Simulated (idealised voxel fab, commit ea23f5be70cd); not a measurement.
process module | voxel wiring stack
cross-section cut | 260 nm wide | cells 5 nm
A cross-section is a grid of square cells, given in bands from the top down. A band is one or more rows of cells.
Each band's line starts with the height of the band's top and of its bottom, in nm. Then come its materials from left to right, each with its width in nm. One material with "throughout" fills the band from edge to edge. "air" is empty space.
Height 0 is the level under which the wafer as received is all one material. The lowest band goes on downwards, as in "0 down".
A width such as "30 to 40" changes by the same amount from each row of cells to the next, from the band's top row to its bottom row.
"no change" after a step means that no cell of the cross-section changed.
closed voids: empty space of 8 cells or more with no open way to the top, each as width x height at its distance from the left edge, in nm
after a step's settings: what the simulator itself notes on the step
overlay nm, on a step with a mask: how far to the right of its planned place the mask lay; to the left if negative
plan
1 op RECEIVE | material Si
2 op CONFORMAL_DEP | material SiO2 | thk nm 15
3 op CONFORMAL_DEP | material SiN | thk nm 5
4 op DIRECTIONAL_DEP | material lowk | thk nm 15
5 op MASKED_ETCH | tone open | mask id METAL_1 | width nm 25 | pitch nm 50 | etch materials lowk | depth nm 15 | overlay nm 0
6 op MASKED_ETCH | tone open | mask id METAL_1 | width nm 25 | pitch nm 50 | etch materials SiN | depth nm 5 | overlay nm 0
7 op CONFORMAL_DEP | material TiN | thk nm 5
8 op FILL_DEP | material W | thk nm 10
9 op CMP | height nm 35
10 op EPI | material Ru | thk nm 5
11 op FILL_DEP | material SiCN | thk nm 5
12 op DIRECTIONAL_DEP | material lowk | thk nm 35
13 op PATTERN | tone open | mask id METAL_2_HOLES | material resist | width nm 15 | thk nm 15 | overlay nm -15
14 op DIRECTIONAL_ETCH | etch materials lowk | depth nm 35
15 op STRIP | etch materials resist
16 op DIRECTIONAL_DEP | material aC | thk nm 15
17 op PATTERN | tone open | mask id METAL_2 | material resist | width nm 25 | pitch nm 50 | thk nm 35 | overlay nm 0
18 op DIRECTIONAL_ETCH | etch materials aC | depth nm 15
19 op STRIP | etch materials resist
20 op DIRECTIONAL_ETCH | etch materials lowk | depth nm 20
21 op DIRECTIONAL_ETCH | etch materials SiCN | depth nm 5
22 op STRIP | etch materials aC
23 op CONFORMAL_DEP | material TiN | thk nm 5
24 op FILL_DEP | material Cu | thk nm 5
25 op CMP | height nm 80
26 op CONFORMAL_DEP | material SiCN | thk nm 5
varied across the wafers: overlay nm of step 13. The plan shows the first wafer's value. All wafers start alike
first wafer as received, after step 1
  0 down: Si throughout
  closed voids: none
each wafer at the end: cells of each material gained (+) or lost (-) since it was received, then its closed voids
overlay nm -15 | +30 Cu | +14 Ru | +142 SiCN | +42 SiN | +156 SiO2 | +53 TiN | +18 W | +429 lowk | closed voids: none
overlay nm -10 | +27 Cu | +14 Ru | +141 SiCN | +42 SiN | +156 SiO2 | +53 TiN | +18 W | +433 lowk | closed voids: none
overlay nm -5 | +24 Cu | +14 Ru | +140 SiCN | +42 SiN | +156 SiO2 | +53 TiN | +18 W | +437 lowk | closed voids: none
overlay nm 0 | +22 Cu | +14 Ru | +139 SiCN | +42 SiN | +156 SiO2 | +52 TiN | +18 W | +441 lowk | closed voids: none
overlay nm 5 | +22 Cu | +14 Ru | +139 SiCN | +42 SiN | +156 SiO2 | +52 TiN | +18 W | +441 lowk | closed voids: none
overlay nm 10 | +22 Cu | +14 Ru | +139 SiCN | +42 SiN | +156 SiO2 | +52 TiN | +18 W | +441 lowk | closed voids: none
overlay nm 15 | +24 Cu | +14 Ru | +140 SiCN | +42 SiN | +156 SiO2 | +53 TiN | +18 W | +437 lowk | closed voids: none
